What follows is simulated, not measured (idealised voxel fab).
process module | voxel wiring stack
cross-section cut | 180 nm wide | cells 5 nm
A cross-section is a grid of square cells, given in bands from the top down. A band is one or more rows of cells.
Each band's line starts with the height of the band's top and of its bottom, in nm. Then come its materials from left to right, each with its width in nm. One material with "throughout" fills the band from edge to edge. "air" is empty space.
Height 0 is the level under which the wafer as received is all one material. The lowest band goes on downwards, as in "0 down".
A width such as "30 to 40" changes by the same amount from each row of cells to the next, from the band's top row to its bottom row.
"no change" after a step means that no cell of the cross-section changed.
closed voids: empty space of 8 cells or more with no open way to the top, each as width x height at its distance from the left edge, in nm
after a step's settings: what the simulator itself notes on the step
overlay nm, on a step with a mask: how far to the right of its planned place the mask lay; to the left if negative
plan
1 op RECEIVE | material Si
2 op CONFORMAL_DEP | material SiO2 | thk nm 15
3 op DIRECTIONAL_DEP | material TiN | thk nm 5
4 op DIRECTIONAL_DEP | material W | thk nm 20
5 op PATTERN | tone cover | mask id METAL_1 | material resist | width nm 20 | pitch nm 45 | thk nm 15 | overlay nm 0
6 op DIRECTIONAL_ETCH | etch materials W | depth nm 20
7 op DIRECTIONAL_ETCH | etch materials TiN | depth nm 5
8 op STRIP | etch materials resist
9 op CONFORMAL_DEP | material SiCN | thk nm 5
10 op FILL_DEP | material SiO2 | thk nm 5
11 op CMP | height nm 40
12 op CONFORMAL_DEP | material SiCN | thk nm 5
13 op DIRECTIONAL_DEP | material lowk | thk nm 25
14 op MASKED_ETCH | tone open | mask id METAL_2 | width nm 20 | pitch nm 45 | etch materials lowk | depth nm 15 | overlay nm 0
15 op PATTERN | tone open | mask id METAL_2_HOLES | material resist | width nm 15 | thk nm 20 | overlay nm 0
16 op DIRECTIONAL_ETCH | etch materials lowk | depth nm 10
17 op DIRECTIONAL_ETCH | etch materials SiCN | depth nm 5
18 op STRIP | etch materials resist
19 op CONFORMAL_DEP | material TiN | thk nm 5
20 op FILL_DEP | material Cu | thk nm 5
21 op CMP | height nm 70
22 op CONFORMAL_DEP | material SiN | thk nm 5
first wafer, as planned
as received, after step 1
  0 down: Si throughout
  closed voids: none
after step 2
  15 to 0: SiO2 throughout
  below 0: unchanged
after step 3
  20 to 15: TiN throughout
  below 15: unchanged
after step 4
  40 to 20: W throughout
  below 20: unchanged
after step 5
  55 to 40: air 55 | resist 20 | air 25 | resist 20 | air 60
  below 40: unchanged
after step 6
  55 to 40: air 55 | resist 20 | air 25 | resist 20 | air 60
  40 to 20: air 55 | W 20 | air 25 | W 20 | air 60
  below 20: unchanged
after step 7
  55 to 40: air 55 | resist 20 | air 25 | resist 20 | air 60
  40 to 20: air 55 | W 20 | air 25 | W 20 | air 60
  20 to 15: air 55 | TiN 20 | air 25 | TiN 20 | air 60
  below 15: unchanged
after step 8
  40 to 20: air 55 | W 20 | air 25 | W 20 | air 60
  below 20: unchanged
after step 9
  45 to 40: air 50 | SiCN 30 | air 15 | SiCN 30 | air 55
  40 to 20: air 50 | SiCN 5 | W 20 | SiCN 5 | air 15 | SiCN 5 | W 20 | SiCN 5 | air 55
  20 to 15: SiCN 55 | TiN 20 | SiCN 25 | TiN 20 | SiCN 60
  below 15: unchanged
after step 10
  50 to 45: SiO2 throughout
  45 to 40: SiO2 50 | SiCN 30 | SiO2 15 | SiCN 30 | SiO2 55
  40 to 20: SiO2 50 | SiCN 5 | W 20 | SiCN 5 | SiO2 15 | SiCN 5 | W 20 | SiCN 5 | SiO2 55
  below 20: unchanged
after step 11
  40 to 20: SiO2 50 | SiCN 5 | W 20 | SiCN 5 | SiO2 15 | SiCN 5 | W 20 | SiCN 5 | SiO2 55
  below 20: unchanged
after step 12
  45 to 40: SiCN throughout
  below 40: unchanged
after step 13
  70 to 45: lowk throughout
  below 45: unchanged
after step 14
  70 to 55: lowk 55 | air 20 | lowk 25 | air 20 | lowk 60
  below 55: unchanged
after step 15
  90 to 70: resist 55 | air 15 | resist 110
  70 to 55: lowk 55 | air 15 | resist 5 | lowk 25 | resist 20 | lowk 60
  below 55: unchanged
after step 16
  90 to 70: resist 55 | air 15 | resist 110
  70 to 55: lowk 55 | air 15 | resist 5 | lowk 25 | resist 20 | lowk 60
  55 to 45: lowk 55 | air 15 | lowk 110
  below 45: unchanged
after step 17
  90 to 70: resist 55 | air 15 | resist 110
  70 to 55: lowk 55 | air 15 | resist 5 | lowk 25 | resist 20 | lowk 60
  55 to 45: lowk 55 | air 15 | lowk 110
  45 to 40: SiCN 55 | air 15 | SiCN 110
  below 40: unchanged
after step 18
  70 to 55: lowk 55 | air 20 | lowk 25 | air 20 | lowk 60
  below 55: unchanged
after step 19
  75 to 70: TiN 60 | air 10 | TiN 35 | air 10 | TiN 65
  70 to 60: lowk 55 | TiN 5 | air 10 | TiN 5 | lowk 25 | TiN 5 | air 10 | TiN 5 | lowk 60
  60 to 55: lowk 55 | TiN 5 | air 5 | TiN 10 | lowk 25 | TiN 20 | lowk 60
  55 to 45: lowk 55 | TiN 5 | air 5 | TiN 5 | lowk 110
  45 to 40: SiCN 55 | TiN 15 | SiCN 110
  below 40: unchanged
after step 20
  80 to 75: Cu throughout
  75 to 70: TiN 60 | Cu 10 | TiN 35 | Cu 10 | TiN 65
  70 to 60: lowk 55 | TiN 5 | Cu 10 | TiN 5 | lowk 25 | TiN 5 | Cu 10 | TiN 5 | lowk 60
  60 to 55: lowk 55 | TiN 5 | Cu 5 | TiN 10 | lowk 25 | TiN 20 | lowk 60
  55 to 45: lowk 55 | TiN 5 | Cu 5 | TiN 5 | lowk 110
  below 45: unchanged
after step 21
  70 to 60: lowk 55 | TiN 5 | Cu 10 | TiN 5 | lowk 25 | TiN 5 | Cu 10 | TiN 5 | lowk 60
  below 60: unchanged
after step 22
  75 to 70: SiN throughout
  below 70: unchanged
second wafer: like start, like plan, one mistake. Through step 14 it matches the first wafer
when step 15 should have ended
  90 to 70: resist 50 | air 25 | resist 105
  70 to 55: lowk 55 | air 20 | lowk 25 | resist 20 | lowk 60
  below 55: unchanged
when step 16 should have ended
  90 to 70: resist 50 | air 25 | resist 105
  70 to 60: lowk 50 | air 25 | lowk 25 | resist 20 | lowk 60
  60 to 55: lowk 55 | air 20 | lowk 25 | resist 20 | lowk 60
  55 to 45: lowk 55 | air 20 | lowk 105
  below 45: unchanged
when step 17 should have ended
  90 to 70: resist 50 | air 25 | resist 105
  70 to 60: lowk 50 | air 25 | lowk 25 | resist 20 | lowk 60
  60 to 55: lowk 55 | air 20 | lowk 25 | resist 20 | lowk 60
  55 to 45: lowk 55 | air 20 | lowk 105
  45 to 40: SiCN 55 | air 20 | SiCN 105
  below 40: unchanged
when step 18 should have ended
  70 to 60: lowk 50 | air 25 | lowk 25 | air 20 | lowk 60
  60 to 55: lowk 55 | air 20 | lowk 25 | air 20 | lowk 60
  below 55: unchanged
when step 19 should have ended
  75 to 70: TiN 55 | air 15 | TiN 35 | air 10 | TiN 65
  70 to 60: lowk 50 | TiN 5 to 10 | air 15 to 10 | TiN 5 | lowk 25 | TiN 5 | air 10 | TiN 5 | lowk 60
  60 to 55: lowk 55 | TiN 5 | air 10 | TiN 5 | lowk 25 | TiN 20 | lowk 60
  55 to 45: lowk 55 | TiN 5 | air 10 | TiN 5 | lowk 105
  45 to 40: SiCN 55 | TiN 20 | SiCN 105
  below 40: unchanged
when step 20 should have ended
  80 to 75: Cu throughout
  75 to 70: TiN 55 | Cu 15 | TiN 35 | Cu 10 | TiN 65
  70 to 60: lowk 50 | TiN 5 to 10 | Cu 15 to 10 | TiN 5 | lowk 25 | TiN 5 | Cu 10 | TiN 5 | lowk 60
  60 to 55: lowk 55 | TiN 5 | Cu 10 | TiN 5 | lowk 25 | TiN 20 | lowk 60
  55 to 45: lowk 55 | TiN 5 | Cu 10 | TiN 5 | lowk 105
  below 45: unchanged
when step 21 should have ended
  70 to 60: lowk 50 | TiN 5 to 10 | Cu 15 to 10 | TiN 5 | lowk 25 | TiN 5 | Cu 10 | TiN 5 | lowk 60
  below 60: unchanged
when step 22 should have ended
  75 to 70: SiN throughout
  below 70: unchanged
what went wrong: step 15 ran as: op PATTERN | tone open | mask id METAL_2_HOLES | material resist | width nm 25 | thk nm 20 | overlay nm 0
at the end the second wafer has, in cells: 4 more of Cu | 1 fewer of SiCN | 1 more of TiN | 4 fewer of lowk
